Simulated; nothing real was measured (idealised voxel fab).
The name of this process module is voxel local oxidation.
The width of the displayed cross-section, cut, is 275 nm; its cells are square, with a size of 5 nm.
Reading order for cross-sections: top band down to bottom band. Underlying form: a grid of square cells. Band size: one or more rows of cells.
What a band's entry tells you: where the top is and where the bottom is, as heights in nm, and after that what lies inside, material by material from left to right, each with its width in nm. Empty space is written as the word "blank", and a single material marked with the word "all across" occupies the band from edge to edge.
Height reference: 0 = level under which incoming wafer is all one material. Lowest band: no bottom, runs on downward, e.g. "0 down".
Graded width ("30->40"): value in top row of band = first number; value in bottom row = second number; row-to-row change constant.
"nothing got changed" after a step means that no cell of the cross-section changed.
Empty spaces counting at least 8 cells and having no open way to the top are listed in "Unvented internal voids". The notation width x height at distance is used for each, the distance being from the left edge and all three values in nm.
Past the settings on a step's line: simulator remark, on that step.
"overlay nm", when on a step's line for a step with a mask, measures how far to the right of its planned place the mask lay; a negative measure means to the left.

This section lists the process steps that were planned:
1: RECEIVE | material Si
2: OXIDIZE | depth nm 5
3: CONFORMAL_DEP | material SiN | thk nm 15
4: PATTERN | tone cover | mask id ACTIVE | material resist | width nm 115 | thk nm 20 | overlay nm 0
5: DIRECTIONAL_ETCH | etch materials SiN | depth nm 15
6: STRIP | etch materials resist
7: SELECTIVE_ETCH | etch materials SiO2 | depth nm 5
8: OXIDIZE | depth nm 10
9: STRIP | etch materials SiN

As received (post step 1): cross-section:
  0 down: Si all across
  Unvented internal voids: none

Look at the cross-section after the module: the wafer started out the way shown above and the plan was the one shown above, yet one mistake was made along the way:
  10 to -5: SiO2 all across
  -5 down: Si all across
  Unvented internal voids: none
what went wrong: step 3 ran differently from the plan; actual operation with settings: CONFORMAL_DEP | material SiO2 | thk nm 15
